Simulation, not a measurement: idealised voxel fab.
process module | voxel capacitor over wiring
cross-section cut | 275 nm wide | cells 5 nm
A cross-section is a grid of square cells, given in bands from the top down. A band is one or more rows of cells.
Each band's line starts with the height of the band's top and of its bottom, in nm. Then come its materials from left to right, each with its width in nm. One material with "throughout" fills the band from edge to edge. "air" is empty space.
Height 0 is the level under which the wafer as received is all one material. The lowest band goes on downwards, as in "0 down".
A width such as "30 to 40" changes by the same amount from each row of cells to the next, from the band's top row to its bottom row.
"no change" after a step means that no cell of the cross-section changed.
closed voids: empty space of 8 cells or more with no open way to the top, each as width x height at its distance from the left edge, in nm
after a step's settings: what the simulator itself notes on the step
overlay nm, on a step with a mask: how far to the right of its planned place the mask lay; to the left if negative
Each pair below shows a cross-section before one step and the cross-section after it, down to the lowest band that changed. The line under each pair gives the step between them, with its settings. The pairs can come from different runs of this module on the same starting wafer, so a pair continues from the pair above only where its "before" says so.
before
  0 down: Si throughout
  closed voids: none
after
  15 to 0: SiO2 throughout
  below 0: unchanged
  closed voids: none
the step between: op CONFORMAL_DEP | material SiO2 | thk nm 15
before: the cross-section after the pair above
after
  20 to 15: TiN throughout
  below 15: unchanged
  closed voids: none
the step between: op DIRECTIONAL_DEP | material TiN | thk nm 5
before: the cross-section after the pair above
after
  35 to 20: W throughout
  below 20: unchanged
  closed voids: none
the step between: op DIRECTIONAL_DEP | material W | thk nm 15
before: the cross-section after the pair above
after
  35 to 20: air 70 | W 30 | air 70 | W 30 | air 75
  below 20: unchanged
  closed voids: none
the step between: op MASKED_ETCH | tone cover | mask id METAL_1 | width nm 30 | pitch nm 100 | etch materials W | depth nm 15 | overlay nm 0
before: the cross-section after the pair above
after
  35 to 20: air 70 | W 30 | air 70 | W 30 | air 75
  20 to 15: air 70 | TiN 30 | air 70 | TiN 30 | air 75
  below 15: unchanged
  closed voids: none
the step between: op MASKED_ETCH | tone cover | mask id METAL_1 | width nm 30 | pitch nm 100 | etch materials TiN | depth nm 5 | overlay nm 0
before: the cross-section after the pair above
after
  45 to 35: SiO2 throughout
  35 to 20: SiO2 70 | W 30 | SiO2 70 | W 30 | SiO2 75
  20 to 15: SiO2 70 | TiN 30 | SiO2 70 | TiN 30 | SiO2 75
  below 15: unchanged
  closed voids: none
the step between: op FILL_DEP | material SiO2 | thk nm 10
before: the cross-section after the pair above
after
  35 to 20: SiO2 70 | W 30 | SiO2 70 | W 30 | SiO2 75
  below 20: unchanged
  closed voids: none
the step between: op CMP | height nm 35
before: the cross-section after the pair above
after
  40 to 35: SiCN throughout
  below 35: unchanged
  closed voids: none
the step between: op CONFORMAL_DEP | material SiCN | thk nm 5
before: the cross-section after the pair above
after
  50 to 40: lowk throughout
  below 40: unchanged
  closed voids: none
the step between: op DIRECTIONAL_DEP | material lowk | thk nm 10
before: the cross-section after the pair above
after
  65 to 50: resist 85 | air 15 | resist 175
  below 50: unchanged
  closed voids: none
the step between: op PATTERN | tone open | mask id PLUG_1 | material resist | width nm 15 | thk nm 15 | overlay nm 0
before: the cross-section after the pair above
after
  65 to 50: resist 85 | air 15 | resist 175
  50 to 40: lowk 85 | air 15 | lowk 175
  below 40: unchanged
  closed voids: none
the step between: op DIRECTIONAL_ETCH | etch materials lowk | depth nm 10
before: the cross-section after the pair above
after
  65 to 50: resist 85 | air 15 | resist 175
  50 to 40: lowk 85 | air 15 | lowk 175
  40 to 35: SiCN 85 | air 15 | SiCN 175
  below 35: unchanged
  closed voids: none
the step between: op DIRECTIONAL_ETCH | etch materials SiCN | depth nm 5
before: the cross-section after the pair above
after
  50 to 40: lowk 85 | air 15 | lowk 175
  below 40: unchanged
  closed voids: none
the step between: op STRIP | etch materials resist
before: the cross-section after the pair above
after
  50 to 45: lowk 85 | air 15 | lowk 175
  45 to 40: lowk 85 | Ru 15 | lowk 175
  40 to 35: SiCN 85 | Ru 15 | SiCN 175
  below 35: unchanged
  closed voids: none
the step between: op EPI | material Ru | thk nm 10
before: the cross-section after the pair above
after
  50 to 40: lowk 85 | Ru 15 | lowk 175
  below 40: unchanged
  closed voids: none
the step between: op EPI | material Ru | thk nm 5
before: the cross-section after the pair above
after
  60 to 50: TiN throughout
  below 50: unchanged
  closed voids: none
the step between: op DIRECTIONAL_DEP | material TiN | thk nm 10
before: the cross-section after the pair above
after
  65 to 60: SiN throughout
  below 60: unchanged
  closed voids: none
the step between: op DIRECTIONAL_DEP | material SiN | thk nm 5
before: the cross-section after the pair above
after
  70 to 65: TiN throughout
  below 65: unchanged
  closed voids: none
the step between: op DIRECTIONAL_DEP | material TiN | thk nm 5
before: the cross-section after the pair above
after
  80 to 70: aC throughout
  below 70: unchanged
  closed voids: none
the step between: op DIRECTIONAL_DEP | material aC | thk nm 10
before: the cross-section after the pair above
after
  105 to 80: air 85 | resist 75 | air 115
  below 80: unchanged
  closed voids: none
the step between: op PATTERN | tone cover | mask id UPPER_PLATE | material resist | width nm 75 | thk nm 25 | overlay nm 0
before: the cross-section after the pair above
after
  95 to 80: air 85 | resist 75 | air 115
  80 to 70: air 85 | aC 75 | air 115
  below 70: unchanged
  closed voids: none
the step between: op DIRECTIONAL_ETCH | etch materials aC | depth nm 10
before: the cross-section after the pair above
after
  80 to 70: air 85 | aC 75 | air 115
  below 70: unchanged
  closed voids: none
the step between: op STRIP | etch materials resist
before: the cross-section after the pair above
after
  80 to 70: air 85 | aC 75 | air 115
  70 to 65: air 85 | TiN 75 | air 115
  below 65: unchanged
  closed voids: none
the step between: op DIRECTIONAL_ETCH | etch materials TiN | depth nm 5
before: the cross-section after the pair above
after
  80 to 70: air 85 | aC 75 | air 115
  70 to 65: air 85 | TiN 75 | air 115
  65 to 60: air 85 | SiN 75 | air 115
  below 60: unchanged
  closed voids: none
the step between: op DIRECTIONAL_ETCH | etch materials SiN | depth nm 5
before: the cross-section after the pair above
after
  70 to 65: air 85 | TiN 75 | air 115
  below 65: unchanged
  closed voids: none
the step between: op STRIP | etch materials aC
before: the cross-section after the pair above
after
  70 to 65: air 85 | TiN 75 | air 115
  65 to 60: air 85 | SiN 75 | air 115
  60 to 50: air 80 | TiN 85 | air 110
  below 50: unchanged
  closed voids: none
the step between: op MASKED_ETCH | tone cover | mask id LOWER_PLATE | width nm 85 | etch materials TiN | depth nm 10 | overlay nm 0
before: the cross-section after the pair above
after
  90 to 70: SiO2 throughout
  70 to 65: SiO2 85 | TiN 75 | SiO2 115
  65 to 60: SiO2 85 | SiN 75 | SiO2 115
  60 to 50: SiO2 80 | TiN 85 | SiO2 110
  below 50: unchanged
  closed voids: none
the step between: op FILL_DEP | material SiO2 | thk nm 20
before: the cross-section after the pair above
after
  85 to 70: SiO2 throughout
  below 70: unchanged
  closed voids: none
the step between: op CMP | height nm 85
before: the cross-section after the pair above
after
  85 to 70: SiO2 95 | air 15 | SiO2 165
  below 70: unchanged
  closed voids: none
the step between: op MASKED_ETCH | tone open | mask id PLUG_2 | width nm 15 | etch materials SiO2 | depth nm 15 | overlay nm 0
before: the cross-section after the pair above
after
  90 to 85: TiN 100 | air 5 | TiN 170
  85 to 75: SiO2 95 | TiN 5 | air 5 | TiN 5 | SiO2 165
  75 to 65: SiO2 95 to 85 | TiN 15 to 75 | SiO2 165 to 115
  below 65: unchanged
  closed voids: none
the step between: op CONFORMAL_DEP | material TiN | thk nm 5
before: the cross-section after the pair above
after
  95 to 90: Ru throughout
  90 to 85: TiN 100 | Ru 5 | TiN 170
  85 to 75: SiO2 95 | TiN 5 | Ru 5 | TiN 5 | SiO2 165
  below 75: unchanged
  closed voids: none
the step between: op FILL_DEP | material Ru | thk nm 5
before: the cross-section after the pair above
after
  85 to 75: SiO2 95 | TiN 5 | Ru 5 | TiN 5 | SiO2 165
  below 75: unchanged
  closed voids: none
the step between: op CMP | height nm 85
before: the cross-section after the pair above
after
  90 to 85: SiN throughout
  below 85: unchanged
  closed voids: none
the step between: op CONFORMAL_DEP | material SiN | thk nm 5
before
  50 to 40: lowk 85 | air 15 | lowk 175
  40 to 35: SiCN 85 | air 15 | SiCN 175
  35 to 20: SiO2 70 | W 30 | SiO2 70 | W 30 | SiO2 75
  20 to 15: SiO2 70 | TiN 30 | SiO2 70 | TiN 30 | SiO2 75
  15 to 0: SiO2 throughout
  0 down: Si throughout
  closed voids: none
after
  50 to 40: lowk 85 | air 15 | lowk 175
  40 to 35: SiCN 85 | Ru 15 | SiCN 175
  below 35: unchanged
  closed voids: none
the step between: op EPI | material Ru | thk nm 5
before: the cross-section after the pair above
after
  60 to 50: TiN 85 | air 15 | TiN 175
  50 to 40: lowk 85 | TiN 15 | lowk 175
  below 40: unchanged
  closed voids: none
the step between: op DIRECTIONAL_DEP | material TiN | thk nm 10
before: the cross-section after the pair above
after
  65 to 60: SiN 85 | air 15 | SiN 175
  60 to 55: TiN 85 | air 15 | TiN 175
  55 to 50: TiN 85 | SiN 15 | TiN 175
  below 50: unchanged
  closed voids: none
the step between: op DIRECTIONAL_DEP | material SiN | thk nm 5
before: the cross-section after the pair above
after
  70 to 65: TiN 85 | air 15 | TiN 175
  65 to 60: SiN 85 | air 15 | SiN 175
  60 to 55: TiN throughout
  below 55: unchanged
  closed voids: none
the step between: op DIRECTIONAL_DEP | material TiN | thk nm 5
before: the cross-section after the pair above
after
  80 to 70: aC 85 | air 15 | aC 175
  70 to 65: TiN 85 | aC 15 | TiN 175
  65 to 60: SiN 85 | aC 15 | SiN 175
  below 60: unchanged
  closed voids: none
the step between: op DIRECTIONAL_DEP | material aC | thk nm 10
before: the cross-section after the pair above
after
  105 to 80: air 85 | resist 75 | air 115
  80 to 70: aC 85 | resist 15 | aC 175
  below 70: unchanged
  closed voids: none
the step between: op PATTERN | tone cover | mask id UPPER_PLATE | material resist | width nm 75 | thk nm 25 | overlay nm 0
before: the cross-section after the pair above
after
  95 to 80: air 85 | resist 75 | air 115
  80 to 70: air 85 | resist 15 | aC 60 | air 115
  below 70: unchanged
  closed voids: none
the step between: op DIRECTIONAL_ETCH | etch materials aC | depth nm 10
before: the cross-section after the pair above
after
  80 to 70: air 100 | aC 60 | air 115
  below 70: unchanged
  closed voids: none
the step between: op STRIP | etch materials resist
before: the cross-section after the pair above
after
  80 to 70: air 100 | aC 60 | air 115
  70 to 65: air 85 | aC 15 | TiN 60 | air 115
  below 65: unchanged
  closed voids: none
the step between: op DIRECTIONAL_ETCH | etch materials TiN | depth nm 5
before: the cross-section after the pair above
after
  80 to 70: air 100 | aC 60 | air 115
  70 to 65: air 85 | aC 15 | TiN 60 | air 115
  65 to 60: air 85 | aC 15 | SiN 60 | air 115
  below 60: unchanged
  closed voids: none
the step between: op DIRECTIONAL_ETCH | etch materials SiN | depth nm 5
before: the cross-section after the pair above
after
  70 to 65: air 100 | TiN 60 | air 115
  65 to 60: air 100 | SiN 60 | air 115
  below 60: unchanged
  closed voids: none
the step between: op STRIP | etch materials aC
before: the cross-section after the pair above
after
  70 to 65: air 100 | TiN 60 | air 115
  65 to 60: air 100 | SiN 60 | air 115
  60 to 55: air 80 | TiN 85 | air 110
  55 to 50: air 80 | TiN 5 | SiN 15 | TiN 65 | air 110
  below 50: unchanged
  closed voids: none
the step between: op MASKED_ETCH | tone cover | mask id LOWER_PLATE | width nm 85 | etch materials TiN | depth nm 10 | overlay nm 0
before: the cross-section after the pair above
after
  90 to 70: SiO2 throughout
  70 to 65: SiO2 100 | TiN 60 | SiO2 115
  65 to 60: SiO2 100 | SiN 60 | SiO2 115
  60 to 55: SiO2 80 | TiN 85 | SiO2 110
  55 to 50: SiO2 80 | TiN 5 | SiN 15 | TiN 65 | SiO2 110
  below 50: unchanged
  closed voids: none
the step between: op FILL_DEP | material SiO2 | thk nm 20
before: the cross-section after the pair above
after
  85 to 70: SiO2 throughout
  below 70: unchanged
  closed voids: none
the step between: op CMP | height nm 85
before: the cross-section after the pair above
after
  85 to 70: SiO2 95 | air 15 | SiO2 165
  below 70: unchanged
  closed voids: none
the step between: op MASKED_ETCH | tone open | mask id PLUG_2 | width nm 15 | etch materials SiO2 | depth nm 15 | overlay nm 0
before: the cross-section after the pair above
after
  90 to 85: TiN 100 | air 5 | TiN 170
  85 to 75: SiO2 95 | TiN 5 | air 5 | TiN 5 | SiO2 165
  75 to 65: SiO2 95 to 100 | TiN 15 to 60 | SiO2 165 to 115
  below 65: unchanged
  closed voids: none
the step between: op CONFORMAL_DEP | material TiN | thk nm 5
before: the cross-section after the pair above
after
  95 to 90: Ru throughout
  90 to 85: TiN 100 | Ru 5 | TiN 170
  85 to 75: SiO2 95 | TiN 5 | Ru 5 | TiN 5 | SiO2 165
  below 75: unchanged
  closed voids: none
the step between: op FILL_DEP | material Ru | thk nm 5
before: the cross-section after the pair above
after
  85 to 75: SiO2 95 | TiN 5 | Ru 5 | TiN 5 | SiO2 165
  below 75: unchanged
  closed voids: none
the step between: op CMP | height nm 85
before: the cross-section after the pair above
after
  90 to 85: SiN throughout
  below 85: unchanged
  closed voids: none
the step between: op CONFORMAL_DEP | material SiN | thk nm 5
before
  50 to 45: lowk 85 | air 15 | lowk 175
  45 to 40: lowk 85 | Ru 15 | lowk 175
  40 to 35: SiCN 85 | Ru 15 | SiCN 175
  35 to 20: SiO2 70 | W 30 | SiO2 70 | W 30 | SiO2 75
  20 to 15: SiO2 70 | TiN 30 | SiO2 70 | TiN 30 | SiO2 75
  15 to 0: SiO2 throughout
  0 down: Si throughout
  closed voids: none
after
  55 to 50: air 80 | Ru 25 | air 170
  50 to 40: lowk 85 | Ru 15 | lowk 175
  below 40: unchanged
  closed voids: none
the step between: op EPI | material Ru | thk nm 10
before: the cross-section after the pair above
after
  60 to 50: air 75 | Ru 35 | air 165
  below 50: unchanged
  closed voids: none
the step between: op EPI | material Ru | thk nm 5
before: the cross-section after the pair above
after
  70 to 60: air 75 | TiN 35 | air 165
  60 to 50: TiN 75 | Ru 35 | TiN 165
  below 50: unchanged
  closed voids: none
the step between: op DIRECTIONAL_DEP | material TiN | thk nm 10
before: the cross-section after the pair above
after
  75 to 70: air 75 | SiN 35 | air 165
  70 to 65: air 75 | TiN 35 | air 165
  65 to 60: SiN 75 | TiN 35 | SiN 165
  below 60: unchanged
  closed voids: none
the step between: op DIRECTIONAL_DEP | material SiN | thk nm 5
before: the cross-section after the pair above
after
  80 to 75: air 75 | TiN 35 | air 165
  75 to 70: air 75 | SiN 35 | air 165
  70 to 65: TiN throughout
  below 65: unchanged
  closed voids: none
the step between: op DIRECTIONAL_DEP | material TiN | thk nm 5
before: the cross-section after the pair above
after
  90 to 80: air 75 | aC 35 | air 165
  80 to 75: aC 75 | TiN 35 | aC 165
  75 to 70: aC 75 | SiN 35 | aC 165
  below 70: unchanged
  closed voids: none
the step between: op DIRECTIONAL_DEP | material aC | thk nm 10
before: the cross-section after the pair above
after
  115 to 90: air 85 | resist 75 | air 115
  90 to 80: air 75 | aC 35 | resist 50 | air 115
  below 80: unchanged
  closed voids: none
the step between: op PATTERN | tone cover | mask id UPPER_PLATE | material resist | width nm 75 | thk nm 25 | overlay nm 0
before: the cross-section after the pair above
after
  105 to 90: air 85 | resist 75 | air 115
  90 to 80: air 85 | aC 25 | resist 50 | air 115
  80 to 75: air 75 | TiN 35 | aC 50 | air 115
  75 to 70: air 75 | SiN 35 | aC 50 | air 115
  below 70: unchanged
  closed voids: none
the step between: op DIRECTIONAL_ETCH | etch materials aC | depth nm 10
before: the cross-section after the pair above
after
  90 to 80: air 85 | aC 25 | air 165
  below 80: unchanged
  closed voids: none
the step between: op STRIP | etch materials resist
before: the cross-section after the pair above
after
  90 to 80: air 85 | aC 25 | air 165
  80 to 75: air 85 | TiN 25 | aC 50 | air 115
  75 to 70: air 75 | SiN 35 | aC 50 | air 115
  70 to 65: air 75 | TiN 85 | air 115
  below 65: unchanged
  closed voids: none
the step between: op DIRECTIONAL_ETCH | etch materials TiN | depth nm 5
before: the cross-section after the pair above
after
  90 to 80: air 85 | aC 25 | air 165
  80 to 75: air 85 | TiN 25 | aC 50 | air 115
  75 to 70: air 85 | SiN 25 | aC 50 | air 115
  70 to 65: air 75 | TiN 85 | air 115
  65 to 60: air 75 | TiN 35 | SiN 50 | air 115
  below 60: unchanged
  closed voids: none
the step between: op DIRECTIONAL_ETCH | etch materials SiN | depth nm 5
before: the cross-section after the pair above
after
  80 to 75: air 85 | TiN 25 | air 165
  75 to 70: air 85 | SiN 25 | air 165
  below 70: unchanged
  closed voids: none
the step between: op STRIP | etch materials aC
before: the cross-section after the pair above
after
  80 to 75: air 85 | TiN 25 | air 165
  75 to 70: air 85 | SiN 25 | air 165
  70 to 65: air 80 | TiN 80 | air 115
  65 to 60: air 80 | TiN 30 | SiN 50 | air 115
  60 to 50: air 75 | Ru 35 | TiN 55 | air 110
  below 50: unchanged
  closed voids: none
the step between: op MASKED_ETCH | tone cover | mask id LOWER_PLATE | width nm 85 | etch materials TiN | depth nm 10 | overlay nm 0
before: the cross-section after the pair above
after
  100 to 80: SiO2 throughout
  80 to 75: SiO2 85 | TiN 25 | SiO2 165
  75 to 70: SiO2 85 | SiN 25 | SiO2 165
  70 to 65: SiO2 80 | TiN 80 | SiO2 115
  65 to 60: SiO2 80 | TiN 30 | SiN 50 | SiO2 115
  60 to 50: SiO2 75 | Ru 35 | TiN 55 | SiO2 110
  below 50: unchanged
  closed voids: none
the step between: op FILL_DEP | material SiO2 | thk nm 20
before: the cross-section after the pair above
after
  85 to 80: SiO2 throughout
  below 80: unchanged
  closed voids: none
the step between: op CMP | height nm 85
before: the cross-section after the pair above
after
  85 to 80: SiO2 95 | air 15 | SiO2 165
  below 80: unchanged
  closed voids: none
the step between: op MASKED_ETCH | tone open | mask id PLUG_2 | width nm 15 | etch materials SiO2 | depth nm 15 | overlay nm 0
before: the cross-section after the pair above
after
  90 to 85: TiN 100 | air 5 | TiN 170
  85 to 75: SiO2 95 to 85 | TiN 15 to 25 | SiO2 165
  below 75: unchanged
  closed voids: none
the step between: op CONFORMAL_DEP | material TiN | thk nm 5
before: the cross-section after the pair above
after
  95 to 90: Ru throughout
  90 to 85: TiN 100 | Ru 5 | TiN 170
  below 85: unchanged
  closed voids: none
the step between: op FILL_DEP | material Ru | thk nm 5
before: the cross-section after the pair above
after
  85 to 75: SiO2 95 to 85 | TiN 15 to 25 | SiO2 165
  below 75: unchanged
  closed voids: none
the step between: op CMP | height nm 85
before: the cross-section after the pair above
after
  90 to 85: SiN throughout
  below 85: unchanged
  closed voids: none
the step between: op CONFORMAL_DEP | material SiN | thk nm 5
before
  50 to 40: lowk 85 | Ru 15 | lowk 175
  40 to 35: SiCN 85 | Ru 15 | SiCN 175
  35 to 20: SiO2 70 | W 30 | SiO2 70 | W 30 | SiO2 75
  20 to 15: SiO2 70 | TiN 30 | SiO2 70 | TiN 30 | SiO2 75
  15 to 0: SiO2 throughout
  0 down: Si throughout
  closed voids: none
after
  55 to 50: SiN throughout
  below 50: unchanged
  closed voids: none
the step between: op DIRECTIONAL_DEP | material SiN | thk nm 5
before: the cross-section after the pair above
after
  65 to 55: TiN throughout
  below 55: unchanged
  closed voids: none
the step between: op DIRECTIONAL_DEP | material TiN | thk nm 10
before: the cross-section after the pair above
after
  70 to 55: TiN throughout
  below 55: unchanged
  closed voids: none
the step between: op DIRECTIONAL_DEP | material TiN | thk nm 5
before: the cross-section after the pair above
after
  80 to 70: aC throughout
  below 70: unchanged
  closed voids: none
the step between: op DIRECTIONAL_DEP | material aC | thk nm 10
before: the cross-section after the pair above
after
  105 to 80: air 85 | resist 75 | air 115
  below 80: unchanged
  closed voids: none
the step between: op PATTERN | tone cover | mask id UPPER_PLATE | material resist | width nm 75 | thk nm 25 | overlay nm 0
before: the cross-section after the pair above
after
  95 to 80: air 85 | resist 75 | air 115
  80 to 70: air 85 | aC 75 | air 115
  below 70: unchanged
  closed voids: none
the step between: op DIRECTIONAL_ETCH | etch materials aC | depth nm 10
before: the cross-section after the pair above
after
  80 to 70: air 85 | aC 75 | air 115
  below 70: unchanged
  closed voids: none
the step between: op STRIP | etch materials resist
before: the cross-section after the pair above
after
  80 to 70: air 85 | aC 75 | air 115
  70 to 65: air 85 | TiN 75 | air 115
  below 65: unchanged
  closed voids: none
the step between: op DIRECTIONAL_ETCH | etch materials TiN | depth nm 5
before: the cross-section after the pair above
after
  70 to 65: air 85 | TiN 75 | air 115
  below 65: unchanged
  closed voids: none
the step between: op STRIP | etch materials aC
before: the cross-section after the pair above
after
  70 to 65: air 85 | TiN 75 | air 115
  65 to 55: air 80 | TiN 85 | air 110
  below 55: unchanged
  closed voids: none
the step between: op MASKED_ETCH | tone cover | mask id LOWER_PLATE | width nm 85 | etch materials TiN | depth nm 10 | overlay nm 0
before: the cross-section after the pair above
after
  90 to 70: SiO2 throughout
  70 to 65: SiO2 85 | TiN 75 | SiO2 115
  65 to 55: SiO2 80 | TiN 85 | SiO2 110
  below 55: unchanged
  closed voids: none
the step between: op FILL_DEP | material SiO2 | thk nm 20
before: the cross-section after the pair above
after
  85 to 70: SiO2 throughout
  below 70: unchanged
  closed voids: none
the step between: op CMP | height nm 85
before: the cross-section after the pair above
after
  85 to 70: SiO2 95 | air 15 | SiO2 165
  below 70: unchanged
  closed voids: none
the step between: op MASKED_ETCH | tone open | mask id PLUG_2 | width nm 15 | etch materials SiO2 | depth nm 15 | overlay nm 0
before: the cross-section after the pair above
after
  90 to 85: TiN 100 | air 5 | TiN 170
  85 to 75: SiO2 95 | TiN 5 | air 5 | TiN 5 | SiO2 165
  75 to 65: SiO2 95 to 85 | TiN 15 to 75 | SiO2 165 to 115
  below 65: unchanged
  closed voids: none
the step between: op CONFORMAL_DEP | material TiN | thk nm 5
before: the cross-section after the pair above
after
  95 to 90: Ru throughout
  90 to 85: TiN 100 | Ru 5 | TiN 170
  85 to 75: SiO2 95 | TiN 5 | Ru 5 | TiN 5 | SiO2 165
  below 75: unchanged
  closed voids: none
the step between: op FILL_DEP | material Ru | thk nm 5
before: the cross-section after the pair above
after
  85 to 75: SiO2 95 | TiN 5 | Ru 5 | TiN 5 | SiO2 165
  below 75: unchanged
  closed voids: none
the step between: op CMP | height nm 85
before: the cross-section after the pair above
after
  90 to 85: SiN throughout
  below 85: unchanged
  closed voids: none
the step between: op CONFORMAL_DEP | material SiN | thk nm 5
before
  35 to 20: SiO2 70 | W 30 | SiO2 70 | W 30 | SiO2 75
  20 to 15: SiO2 70 | TiN 30 | SiO2 70 | TiN 30 | SiO2 75
  15 to 0: SiO2 throughout
  0 down: Si throughout
  closed voids: none
after
  50 to 35: SiCN throughout
  below 35: unchanged
  closed voids: none
the step between: op CONFORMAL_DEP | material SiCN | thk nm 15
before: the cross-section after the pair above
after
  60 to 50: lowk throughout
  below 50: unchanged
  closed voids: none
the step between: op DIRECTIONAL_DEP | material lowk | thk nm 10
before: the cross-section after the pair above
after
  75 to 60: resist 85 | air 15 | resist 175
  below 60: unchanged
  closed voids: none
the step between: op PATTERN | tone open | mask id PLUG_1 | material resist | width nm 15 | thk nm 15 | overlay nm 0
before: the cross-section after the pair above
after
  75 to 60: resist 85 | air 15 | resist 175
  60 to 50: lowk 85 | air 15 | lowk 175
  below 50: unchanged
  closed voids: none
the step between: op DIRECTIONAL_ETCH | etch materials lowk | depth nm 10
before: the cross-section after the pair above
after
  75 to 60: resist 85 | air 15 | resist 175
  60 to 50: lowk 85 | air 15 | lowk 175
  50 to 45: SiCN 85 | air 15 | SiCN 175
  below 45: unchanged
  closed voids: none
the step between: op DIRECTIONAL_ETCH | etch materials SiCN | depth nm 5
before: the cross-section after the pair above
after
  60 to 50: lowk 85 | air 15 | lowk 175
  below 50: unchanged
  closed voids: none
the step between: op STRIP | etch materials resist
before: the cross-section after the pair above
after
  70 to 60: TiN 85 | air 15 | TiN 175
  60 to 55: lowk 85 | air 15 | lowk 175
  55 to 50: lowk 85 | TiN 15 | lowk 175
  50 to 45: SiCN 85 | TiN 15 | SiCN 175
  below 45: unchanged
  closed voids: none
the step between: op DIRECTIONAL_DEP | material TiN | thk nm 10
before: the cross-section after the pair above
after
  75 to 70: SiN 85 | air 15 | SiN 175
  70 to 60: TiN 85 | air 15 | TiN 175
  60 to 55: lowk 85 | SiN 15 | lowk 175
  below 55: unchanged
  closed voids: none
the step between: op DIRECTIONAL_DEP | material SiN | thk nm 5
before: the cross-section after the pair above
after
  80 to 75: TiN 85 | air 15 | TiN 175
  75 to 70: SiN 85 | air 15 | SiN 175
  70 to 65: TiN 85 | air 15 | TiN 175
  65 to 60: TiN throughout
  below 60: unchanged
  closed voids: none
the step between: op DIRECTIONAL_DEP | material TiN | thk nm 5
before: the cross-section after the pair above
after
  90 to 80: aC 85 | air 15 | aC 175
  80 to 75: TiN 85 | air 15 | TiN 175
  75 to 70: SiN 85 | aC 15 | SiN 175
  70 to 65: TiN 85 | aC 15 | TiN 175
  below 65: unchanged
  closed voids: none
the step between: op DIRECTIONAL_DEP | material aC | thk nm 10
before: the cross-section after the pair above
after
  115 to 90: air 85 | resist 75 | air 115
  90 to 80: aC 85 | resist 15 | aC 175
  80 to 75: TiN 85 | resist 15 | TiN 175
  below 75: unchanged
  closed voids: none
the step between: op PATTERN | tone cover | mask id UPPER_PLATE | material resist | width nm 75 | thk nm 25 | overlay nm 0
before: the cross-section after the pair above
after
  105 to 90: air 85 | resist 75 | air 115
  90 to 80: air 85 | resist 15 | aC 60 | air 115
  below 80: unchanged
  closed voids: none
the step between: op DIRECTIONAL_ETCH | etch materials aC | depth nm 10
before: the cross-section after the pair above
after
  90 to 80: air 100 | aC 60 | air 115
  80 to 75: TiN 85 | air 15 | TiN 175
  below 75: unchanged
  closed voids: none
the step between: op STRIP | etch materials resist
before: the cross-section after the pair above
after
  90 to 80: air 100 | aC 60 | air 115
  80 to 75: air 100 | TiN 60 | air 115
  below 75: unchanged
  closed voids: none
the step between: op DIRECTIONAL_ETCH | etch materials TiN | depth nm 5
before: the cross-section after the pair above
after
  90 to 80: air 100 | aC 60 | air 115
  80 to 75: air 100 | TiN 60 | air 115
  75 to 70: air 85 | aC 15 | SiN 60 | air 115
  below 70: unchanged
  closed voids: none
the step between: op DIRECTIONAL_ETCH | etch materials SiN | depth nm 5
before: the cross-section after the pair above
after
  80 to 75: air 100 | TiN 60 | air 115
  75 to 70: air 100 | SiN 60 | air 115
  70 to 65: TiN 85 | air 15 | TiN 175
  below 65: unchanged
  closed voids: none
the step between: op STRIP | etch materials aC
before: the cross-section after the pair above
after
  80 to 75: air 100 | TiN 60 | air 115
  75 to 70: air 100 | SiN 60 | air 115
  70 to 65: air 80 | TiN 5 | air 15 | TiN 65 | air 110
  65 to 60: air 80 | TiN 85 | air 110
  below 60: unchanged
  closed voids: none
the step between: op MASKED_ETCH | tone cover | mask id LOWER_PLATE | width nm 85 | etch materials TiN | depth nm 10 | overlay nm 0
before: the cross-section after the pair above
after
  100 to 80: SiO2 throughout
  80 to 75: SiO2 100 | TiN 60 | SiO2 115
  75 to 70: SiO2 100 | SiN 60 | SiO2 115
  70 to 65: SiO2 80 | TiN 5 | SiO2 15 | TiN 65 | SiO2 110
  65 to 60: SiO2 80 | TiN 85 | SiO2 110
  below 60: unchanged
  closed voids: none
the step between: op FILL_DEP | material SiO2 | thk nm 20
before: the cross-section after the pair above
after
  85 to 80: SiO2 throughout
  below 80: unchanged
  closed voids: none
the step between: op CMP | height nm 85
before: the cross-section after the pair above
after
  85 to 80: SiO2 95 | air 15 | SiO2 165
  80 to 75: SiO2 95 | air 5 | TiN 60 | SiO2 115
  75 to 70: SiO2 95 | air 5 | SiN 60 | SiO2 115
  below 70: unchanged
  closed voids: none
the step between: op MASKED_ETCH | tone open | mask id PLUG_2 | width nm 15 | etch materials SiO2 | depth nm 15 | overlay nm 0
before: the cross-section after the pair above
after
  90 to 85: TiN 100 | air 5 | TiN 170
  85 to 75: SiO2 95 | TiN 15 to 65 | SiO2 165 to 115
  75 to 70: SiO2 95 | TiN 5 | SiN 60 | SiO2 115
  below 70: unchanged
  closed voids: none
the step between: op CONFORMAL_DEP | material TiN | thk nm 5
before: the cross-section after the pair above
after
  95 to 90: Ru throughout
  90 to 85: TiN 100 | Ru 5 | TiN 170
  below 85: unchanged
  closed voids: none
the step between: op FILL_DEP | material Ru | thk nm 5
before: the cross-section after the pair above
after
  85 to 75: SiO2 95 | TiN 15 to 65 | SiO2 165 to 115
  below 75: unchanged
  closed voids: none
the step between: op CMP | height nm 85
before: the cross-section after the pair above
after
  90 to 85: SiN throughout
  below 85: unchanged
  closed voids: none
the step between: op CONFORMAL_DEP | material SiN | thk nm 5
before
  35 to 20: air 70 | W 30 | air 70 | W 30 | air 75
  20 to 15: TiN throughout
  15 to 0: SiO2 throughout
  0 down: Si throughout
  closed voids: none
after
  35 to 20: air 70 | W 30 | air 70 | W 30 | air 75
  20 to 15: air 65 | TiN 40 | air 60 | TiN 40 | air 70
  below 15: unchanged
  closed voids: none
the step between: op MASKED_ETCH | tone cover | mask id METAL_1 | width nm 40 | pitch nm 100 | etch materials TiN | depth nm 5 | overlay nm 0
before: the cross-section after the pair above
after
  45 to 35: SiO2 throughout
  35 to 20: SiO2 70 | W 30 | SiO2 70 | W 30 | SiO2 75
  20 to 15: SiO2 65 | TiN 40 | SiO2 60 | TiN 40 | SiO2 70
  below 15: unchanged
  closed voids: none
the step between: op FILL_DEP | material SiO2 | thk nm 10
before: the cross-section after the pair above
after
  35 to 20: SiO2 70 | W 30 | SiO2 70 | W 30 | SiO2 75
  below 20: unchanged
  closed voids: none
the step between: op CMP | height nm 35
before: the cross-section after the pair above
after
  40 to 35: SiCN throughout
  below 35: unchanged
  closed voids: none
the step between: op CONFORMAL_DEP | material SiCN | thk nm 5
before: the cross-section after the pair above
after
  50 to 40: lowk throughout
  below 40: unchanged
  closed voids: none
the step between: op DIRECTIONAL_DEP | material lowk | thk nm 10
before: the cross-section after the pair above
after
  65 to 50: resist 85 | air 15 | resist 175
  below 50: unchanged
  closed voids: none
the step between: op PATTERN | tone open | mask id PLUG_1 | material resist | width nm 15 | thk nm 15 | overlay nm 0
before: the cross-section after the pair above
after
  65 to 50: resist 85 | air 15 | resist 175
  50 to 40: lowk 85 | air 15 | lowk 175
  below 40: unchanged
  closed voids: none
the step between: op DIRECTIONAL_ETCH | etch materials lowk | depth nm 10
